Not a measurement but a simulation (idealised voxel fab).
process module | voxel self aligned vias
cross-section cut | 280 nm wide | cells 5 nm
A cross-section is a grid of square cells, given in bands from the top down. A band is one or more rows of cells.
Each band's line starts with the height of the band's top and of its bottom, in nm. Then come its materials from left to right, each with its width in nm. One material with "throughout" fills the band from edge to edge. "air" is empty space.
Height 0 is the level under which the wafer as received is all one material. The lowest band goes on downwards, as in "0 down".
A width such as "30 to 40" changes by the same amount from each row of cells to the next, from the band's top row to its bottom row.
"no change" after a step means that no cell of the cross-section changed.
closed voids: empty space of 8 cells or more with no open way to the top, each as width x height at its distance from the left edge, in nm
after a step's settings: what the simulator itself notes on the step
overlay nm, on a step with a mask: how far to the right of its planned place the mask lay; to the left if negative
plan
1 op RECEIVE | material Si
2 op CONFORMAL_DEP | material SiO2 | thk nm 15
3 op CONFORMAL_DEP | material SiCN | thk nm 5
4 op DIRECTIONAL_DEP | material SiO2 | thk nm 30
5 op PATTERN | tone open | mask id LINES | material resist | width nm 30 | pitch nm 70 | thk nm 20 | overlay nm 0
6 op DIRECTIONAL_ETCH | etch materials SiO2 | depth nm 30
7 op STRIP | etch materials resist
8 op CONFORMAL_DEP | material TiN | thk nm 5
9 op FILL_DEP | material Ru | thk nm 5
10 op CMP | height nm 50
11 op SELECTIVE_ETCH | etch materials W Ru TiN | depth nm 10
12 op FILL_DEP | material SiN | thk nm 5
13 op CMP | height nm 50
14 op DIRECTIONAL_DEP | material SiO2 | thk nm 15
15 op MASKED_ETCH | tone open | mask id VIAS | width nm 50 | pitch nm 70 | etch materials SiO2 | depth nm 15 | overlay nm 0
16 op MASKED_ETCH | tone open | mask id VIAS | width nm 50 | pitch nm 70 | etch materials SiN | depth nm 10 | overlay nm 0
17 op CONFORMAL_DEP | material TiN | thk nm 5
18 op FILL_DEP | material Ru | thk nm 5
19 op CMP | height nm 65
20 op CONFORMAL_DEP | material SiN | thk nm 5
as received, after step 1
  0 down: Si throughout
  closed voids: none
a wafer at the end: this start, this plan, one mistake
  70 to 65: SiN throughout
  65 to 45: SiO2 45 | TiN 5 | Ru 40 | TiN 5 | SiO2 20 | TiN 5 | Ru 40 | TiN 5 | SiO2 20 | TiN 5 | Ru 40 | TiN 5 | SiO2 45
  45 to 40: SiO2 45 | TiN 50 | SiO2 20 | TiN 50 | SiO2 20 | TiN 50 | SiO2 45
  40 to 25: SiO2 55 | TiN 5 | Ru 20 | TiN 5 | SiO2 40 | TiN 5 | Ru 20 | TiN 5 | SiO2 40 | TiN 5 | Ru 20 | TiN 5 | SiO2 55
  25 to 20: SiO2 55 | TiN 30 | SiO2 40 | TiN 30 | SiO2 40 | TiN 30 | SiO2 55
  20 to 15: SiCN throughout
  15 to 0: SiO2 throughout
  0 down: Si throughout
  closed voids: none
what went wrong: step 15 ran as: op MASKED_ETCH | tone open | mask id VIAS | width nm 50 | pitch nm 70 | etch materials SiO2 | depth nm 25 | overlay nm 0
